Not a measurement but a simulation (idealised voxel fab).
Title: Process Module voxel transistor to metal
Pictured: cross-section cut, 145 nm wide, on a grid of 5 nm square cells.
Format of a cross-section: grid, square cells. Given as bands. Order: top down. Band: one or more rows of cells.
The band entry comprises the height of the band's top followed by the height of its bottom, expressed in nm, and subsequently the band's materials from left to right, each stated together with its width in nm. Where a single material is marked with the word "everywhere", that material fills the band from edge to edge. The word "blank" represents empty space.
Height reference: 0 = level under which incoming wafer is all one material. Lowest band: no bottom, runs on downward, e.g. "0 and below".
Width: "30 to 40" (first number = top row, second number = bottom row, same change from row to row of cells).
Step note "remained the same" = no cross-section cell changed.
Closed empty spaces (no open way to the top) of 8 cells or more are what "Listed closed voids" lists, each as width x height at distance from the left edge, nm for all three.
What comes after the settings on a step's line is commentary from the simulator itself on that step.
Steps that use a mask can have "overlay nm" on their line. It says how far the mask sat to the right of where it was meant to be. Negative means to the left.
**Process steps (planned)**
1. RECEIVE with material Si
2. OXIDIZE with depth nm 5
3. CONFORMAL_DEP with material SiN, thk nm 15
4. DIRECTIONAL_DEP with material aC, thk nm 10
5. PATTERN with tone cover, mask id ACTIVE, material resist, width nm 100, thk nm 30, overlay nm 0
6. DIRECTIONAL_ETCH with etch materials aC, depth nm 10
7. STRIP with etch materials resist
8. DIRECTIONAL_ETCH with etch materials SiN, depth nm 15
9. DIRECTIONAL_ETCH with etch materials SiO2, depth nm 5
10. DIRECTIONAL_ETCH with etch materials Si, depth nm 25
11. STRIP with etch materials aC
12. FILL_DEP with material SiO2, thk nm 15
13. CMP with height nm 15
14. SELECTIVE_ETCH with etch materials SiO2, depth nm 10
15. STRIP with etch materials SiN
16. SELECTIVE_ETCH with etch materials SiO2, depth nm 5
17. OXIDIZE with depth nm 5
18. DIRECTIONAL_DEP with material polySi, thk nm 20
19. DIRECTIONAL_DEP with material SiCN, thk nm 15
20. PATTERN with tone cover, mask id GATE, material resist, width nm 20, thk nm 15, overlay nm 0
21. DIRECTIONAL_ETCH with etch materials SiCN, depth nm 25
22. DIRECTIONAL_ETCH with etch materials polySi, depth nm 30
23. STRIP with etch materials resist
24. CONFORMAL_DEP with material SiO2, thk nm 5
25. DIRECTIONAL_ETCH with etch materials SiO2, depth nm 5
26. CONFORMAL_DEP with material SiN, thk nm 5
27. DIRECTIONAL_ETCH with etch materials SiN, depth nm 5
28. DIRECTIONAL_ETCH with etch materials SiO2, depth nm 5
29. DIRECTIONAL_ETCH with etch materials Si, depth nm 10
30. EPI with material nSi, thk nm 10
31. FILL_DEP with material SiO2, thk nm 5
32. CMP with height nm 30
33. DIRECTIONAL_DEP with material SiO2, thk nm 10
34. PATTERN with tone open, mask id CONTACT, material resist, width nm 20, pitch nm 60, thk nm 20, overlay nm 0
35. DIRECTIONAL_ETCH with etch materials SiO2, depth nm 50
36. STRIP with etch materials resist
37. CONFORMAL_DEP with material TiN, thk nm 5
38. FILL_DEP with material W, thk nm 10
39. CMP with height nm 40
40. CONFORMAL_DEP with material SiCN, thk nm 5
41. DIRECTIONAL_DEP with material lowk, thk nm 15
42. PATTERN with tone open, mask id METAL_1, material resist, width nm 20, pitch nm 70, thk nm 15, overlay nm 0
43. DIRECTIONAL_ETCH with etch materials lowk, depth nm 15
44. DIRECTIONAL_ETCH with etch materials SiCN, depth nm 5
45. STRIP with etch materials resist
46. CONFORMAL_DEP with material TiN, thk nm 5
47. FILL_DEP with material Cu, thk nm 10
48. CMP with height nm 60
49. CONFORMAL_DEP with material SiCN, thk nm 5
50. DIRECTIONAL_DEP with material SiO2, thk nm 35
51. DIRECTIONAL_DEP with material aC, thk nm 10
52. PATTERN with tone open, mask id METAL_2_HOLES, material resist, width nm 15, pitch nm 70, thk nm 25, overlay nm 0
53. DIRECTIONAL_ETCH with etch materials aC, depth nm 10
54. STRIP with etch materials resist
55. DIRECTIONAL_ETCH with etch materials SiO2, depth nm 35
56. STRIP with etch materials aC
57. PATTERN with tone open, mask id METAL_2, material resist, width nm 20, pitch nm 70, thk nm 15, overlay nm 0
58. DIRECTIONAL_ETCH with etch materials SiO2, depth nm 20
59. DIRECTIONAL_ETCH with etch materials SiCN, depth nm 5
60. STRIP with etch materials resist
61. CONFORMAL_DEP with material TiN, thk nm 5
62. FILL_DEP with material Cu, thk nm 10
63. CMP with height nm 100
64. CONFORMAL_DEP with material SiN, thk nm 5
Quick note for whoever runs this: the wafers start identical, but the width nm at step 34 isn't the same across them. The plan just shows what the first wafer had.
**first wafer as received, after step 1**
0 and below  Si everywhere
Listed closed voids: none
**First of several wafers: cross-section at the end of the module, after step 64, its last step**
105 down to 100  SiN everywhere
100 down to 85  SiO2 (25)  TiN (5)  Cu (10)  TiN (5)  SiO2 (50)  TiN (5)  Cu (10)  TiN (5)  SiO2 (30)
85 down to 80  SiO2 (25)  TiN (5)  Cu (5)  TiN (10)  SiO2 (50)  TiN (5)  Cu (5)  TiN (10)  SiO2 (30)
80 down to 65  SiO2 (25)  TiN (5)  Cu (5)  TiN (5)  SiO2 (55)  TiN (5)  Cu (5)  TiN (5)  SiO2 (35)
65 down to 60  SiCN (25)  TiN (15)  SiCN (55)  TiN (15)  SiCN (35)
60 down to 45  lowk (25)  TiN (5)  Cu (10)  TiN (5)  lowk (50)  TiN (5)  Cu (10)  TiN (5)  lowk (30)
45 down to 40  SiCN (25)  TiN (20)  SiCN (50)  TiN (20)  SiCN (30)
40 down to 30  SiO2 (30)  TiN (5)  W (10)  TiN (5)  SiO2 (40)  TiN (5)  W (10)  TiN (5)  SiO2 (35)
30 down to 15  SiO2 (30)  TiN (5)  W (10)  TiN (5)  SiN (5)  SiO2 (5)  SiCN (20)  SiO2 (5)  SiN (5)  TiN (5)  W (10)  TiN (5)  SiO2 (35)
15 down to 5  SiO2 (30)  TiN (5)  W (10)  TiN (5)  SiN (5)  SiO2 (5)  polySi (20)  SiO2 (5)  SiN (5)  TiN (5)  W (10)  TiN (5)  SiO2 (35)
5 down to 0  SiO2 (30)  TiN (20)  SiN (5)  SiO2 (5)  polySi (20)  SiO2 (5)  SiN (5)  TiN (20)  SiO2 (35)
0 down to -5  SiO2 (20)  SiN (5)  nSi (10)  TiN (5)  nSi (10)  SiN (5)  SiO2 (5)  polySi (20)  SiO2 (5)  SiN (5)  nSi (10)  TiN (5)  nSi (10)  SiN (5)  SiO2 (25)
-5 down to -10  SiO2 (25)  nSi (10)  TiN (5)  nSi (10)  SiO2 (40)  nSi (10)  TiN (5)  nSi (10)  SiO2 (30)
-10 down to -20  SiO2 (20)  Si (5)  nSi (25)  Si (40)  nSi (25)  Si (5)  SiO2 (25)
-20 down to -30  SiO2 (20)  Si (100)  SiO2 (25)
-30 and below  Si everywhere
Listed closed voids: none
**Cross-section of the last wafer at end of module**
105 down to 100  SiN everywhere
100 down to 85  SiO2 (25)  TiN (5)  Cu (10)  TiN (5)  SiO2 (50)  TiN (5)  Cu (10)  TiN (5)  SiO2 (30)
85 down to 80  SiO2 (25)  TiN (5)  Cu (5)  TiN (10)  SiO2 (50)  TiN (5)  Cu (5)  TiN (10)  SiO2 (30)
80 down to 65  SiO2 (25)  TiN (5)  Cu (5)  TiN (5)  SiO2 (55)  TiN (5)  Cu (5)  TiN (5)  SiO2 (35)
65 down to 60  SiCN (25)  TiN (15)  SiCN (55)  TiN (15)  SiCN (35)
60 down to 45  lowk (25)  TiN (5)  Cu (10)  TiN (5)  lowk (50)  TiN (5)  Cu (10)  TiN (5)  lowk (30)
45 down to 40  SiCN (25)  TiN (20)  SiCN (50)  TiN (20)  SiCN (30)
40 down to 30  SiO2 (20)  TiN (5)  W (35 to 20)  TiN (5 to 20)  SiO2 (15)  TiN (5 to 15)  W (35 to 25)  TiN (5)  SiO2 (20)
30 down to 15  SiO2 (20)  TiN (5)  W (20)  TiN (5)  SiN (5)  TiN (5)  SiCN (20)  TiN (5)  SiN (5)  TiN (5)  W (25)  TiN (5)  SiO2 (20)
15 down to 5  SiO2 (20)  TiN (5)  W (20)  TiN (5)  SiN (5)  TiN (5)  polySi (20)  TiN (5)  SiN (5)  TiN (5)  W (25)  TiN (5)  SiO2 (20)
5 down to 0  SiO2 (20)  TiN (30)  SiN (5)  TiN (5)  polySi (20)  TiN (5)  SiN (5)  TiN (35)  SiO2 (20)
0 down to -5  SiO2 (20)  SiN (5)  nSi (10)  TiN (5)  nSi (10)  SiN (5)  TiN (5)  polySi (20)  TiN (5)  SiN (5)  nSi (10)  TiN (5)  nSi (10)  SiN (5)  TiN (5)  SiO2 (20)
-5 down to -10  SiO2 (25)  nSi (10)  TiN (5)  nSi (10)  SiO2 (5)  TiN (5)  SiO2 (20)  TiN (5)  SiO2 (5)  nSi (10)  TiN (5)  nSi (10)  SiO2 (5)  TiN (5)  SiO2 (20)
-10 down to -20  SiO2 (20)  Si (5)  nSi (25)  Si (40)  nSi (25)  Si (5)  SiO2 (25)
-20 down to -30  SiO2 (20)  Si (100)  SiO2 (25)
-30 and below  Si everywhere
Listed closed voids: none
**For your reference, the table is organized with a row per wafer; each row reflects the wafer at the end of the module, indicating for each material the cells gained (+) or lost (-) since receipt, and thereafter its closed voids**
width nm 20, +32 Cu, -114 Si, +56 SiCN, +45 SiN, +351 SiO2, +96 TiN, +28 W, +63 lowk, +36 nSi, +16 polySi, Listed closed voids: none
width nm 25, +32 Cu, -114 Si, +56 SiCN, +45 SiN, +341 SiO2, +98 TiN, +36 W, +63 lowk, +36 nSi, +16 polySi, Listed closed voids: none
width nm 30, +32 Cu, -114 Si, +56 SiCN, +45 SiN, +331 SiO2, +100 TiN, +44 W, +63 lowk, +36 nSi, +16 polySi, Listed closed voids: none
width nm 35, +32 Cu, -114 Si, +56 SiCN, +45 SiN, +313 SiO2, +110 TiN, +52 W, +63 lowk, +36 nSi, +16 polySi, Listed closed voids: none
width nm 40, +32 Cu, -114 Si, +56 SiCN, +45 SiN, +295 SiO2, +120 TiN, +60 W, +63 lowk, +36 nSi, +16 polySi, Listed closed voids: none
width nm 45, +32 Cu, -114 Si, +56 SiCN, +45 SiN, +283 SiO2, +124 TiN, +68 W, +63 lowk, +36 nSi, +16 polySi, Listed closed voids: none
